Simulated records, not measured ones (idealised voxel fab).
The name of this process module is voxel ribs on slabs.
The cross-section shown here is cut; it is 240 nm wide and divided into square cells measuring 5 nm on a side.
Cross-section spec: square-cell grid; bands listed top down; each band is one or more rows.
Band: top height; bottom height; in nm. Then, left to right: material with width in nm, for each material. "everywhere": a single material spanning edge to edge. "empty": empty space.
The reference from which all heights are counted is 0, the level beneath which the as-received wafer is entirely one material; the lowest band, having no lower bound, proceeds downward and is written after the example "0 nm and below".
A two-number width, for instance "30..40", indicates that the width is equal to the first number in the top row of the band and to the second number in the bottom row, and that it changes by a constant amount per row of cells.
Take "remained unchanged" at face value: in the step it is given for, the cross-section changed in none of its cells.
Look at "Enclosed void listing" for the closed voids: empty spaces with no open path to the top, sized 8 cells or up. Each is width x height at distance, distance from the left edge, all nm.
On each step's line, the part that comes after the settings is the simulator's own comment on the step.
overlay nm: mask offset rightward from planned place, masked step; negative means leftward offset.

**These are the steps we planned for the process**
1,RECEIVE,material Si
2,DIRECTIONAL_DEP,material SiO2,thk nm 25
3,DIRECTIONAL_DEP,material SiN,thk nm 25
4,PATTERN,tone cover,mask id RIB,material resist,width nm 30,thk nm 20,overlay nm 0
5,DIRECTIONAL_ETCH,etch materials SiN,depth nm 5
6,STRIP,etch materials resist
7,PATTERN,tone cover,mask id SLAB,material resist,width nm 90,thk nm 15,overlay nm 0
8,DIRECTIONAL_ETCH,etch materials SiN,depth nm 20
9,STRIP,etch materials resist
10,FILL_DEP,material SiO2,thk nm 20
11,CMP,height nm 65
12,DIRECTIONAL_DEP,material W,thk nm 5
13,DIRECTIONAL_DEP,material aC,thk nm 10
14,PATTERN,tone cover,mask id HEATER,material resist,width nm 40,thk nm 30,overlay nm 0
15,DIRECTIONAL_ETCH,etch materials aC,depth nm 10
16,STRIP,etch materials resist
17,DIRECTIONAL_ETCH,etch materials W,depth nm 5
18,STRIP,etch materials aC
19,CONFORMAL_DEP,material SiO2,thk nm 5

**First out of two wafers; run went to plan**

**Cross-section of the incoming wafer, state after step 1**
  0 nm and below: Si everywhere
  Enclosed void listing: none

**Cross-section of the wafer after step 2**
  25 nm to 0 nm: SiO2 everywhere
  Under 0: no change, same as before.

**Cross-section of the wafer after step 3**
  50 nm to 25 nm: SiN everywhere
  Under 25: no change, same as before.

**Cross-section of the wafer after step 4**
  70 nm to 50 nm: empty: 105  resist: 30  empty: 105
  Under 50: no change, same as before.

**Cross-section of the wafer after step 5**
  70 nm to 50 nm: empty: 105  resist: 30  empty: 105
  50 nm to 45 nm: empty: 105  SiN: 30  empty: 105
  Under 45: no change, same as before.

**Cross-section of the wafer after step 6**
  50 nm to 45 nm: empty: 105  SiN: 30  empty: 105
  Under 45: no change, same as before.

**Cross-section of the wafer after step 7**
  65 nm to 50 nm: empty: 75  resist: 90  empty: 75
  50 nm to 45 nm: empty: 75  resist: 30  SiN: 30  resist: 30  empty: 75
  Under 45: no change, same as before.

**Cross-section of the wafer after step 8**
  65 nm to 50 nm: empty: 75  resist: 90  empty: 75
  50 nm to 45 nm: empty: 75  resist: 30  SiN: 30  resist: 30  empty: 75
  45 nm to 25 nm: empty: 75  SiN: 90  empty: 75
  Under 25: no change, same as before.

**Cross-section of the wafer after step 9**
  50 nm to 45 nm: empty: 105  SiN: 30  empty: 105
  Under 45: no change, same as before.

**Cross-section of the wafer after step 10**
  70 nm to 50 nm: SiO2 everywhere
  50 nm to 45 nm: SiO2: 105  SiN: 30  SiO2: 105
  45 nm to 25 nm: SiO2: 75  SiN: 90  SiO2: 75
  Under 25: no change, same as before.

**Cross-section of the wafer after step 11**
  65 nm to 50 nm: SiO2 everywhere
  Under 50: no change, same as before.

**Cross-section of the wafer after step 12**
  70 nm to 65 nm: W everywhere
  Under 65: no change, same as before.

**Cross-section of the wafer after step 13**
  80 nm to 70 nm: aC everywhere
  Under 70: no change, same as before.

**Cross-section of the wafer after step 14**
  110 nm to 80 nm: empty: 100  resist: 40  empty: 100
  Under 80: no change, same as before.

**Cross-section of the wafer after step 15**
  100 nm to 80 nm: empty: 100  resist: 40  empty: 100
  80 nm to 70 nm: empty: 100  aC: 40  empty: 100
  Under 70: no change, same as before.

**Cross-section of the wafer after step 16**
  80 nm to 70 nm: empty: 100  aC: 40  empty: 100
  Under 70: no change, same as before.

**Cross-section of the wafer after step 17**
  80 nm to 70 nm: empty: 100  aC: 40  empty: 100
  70 nm to 65 nm: empty: 100  W: 40  empty: 100
  Under 65: no change, same as before.

**Cross-section of the wafer after step 18**
  70 nm to 65 nm: empty: 100  W: 40  empty: 100
  Under 65: no change, same as before.

**Cross-section of the wafer after step 19**
  75 nm to 70 nm: empty: 95  SiO2: 50  empty: 95
  70 nm to 65 nm: SiO2: 100  W: 40  SiO2: 100
  Under 65: no change, same as before.

**Wafer two. Same start, same plan, one slip in execution. Same as wafer one through step 17, inclusive**

**Look at the second wafer in cross-section at the time step 18 ought to have finished**
  0 nm and below: Si everywhere

**Look at the second wafer in cross-section at the time step 19 ought to have finished**
  5 nm to 0 nm: SiO2 everywhere
  Under 0: no change, same as before.
Run error: step 18 was processed under conditions differing from the plan, specifically as STRIP,etch materials SiO2
The closing comparison, in cells, has the second wafer with more or fewer of some materials than the first: 78 fewer of SiN, 548 fewer of SiO2, 8 fewer of W
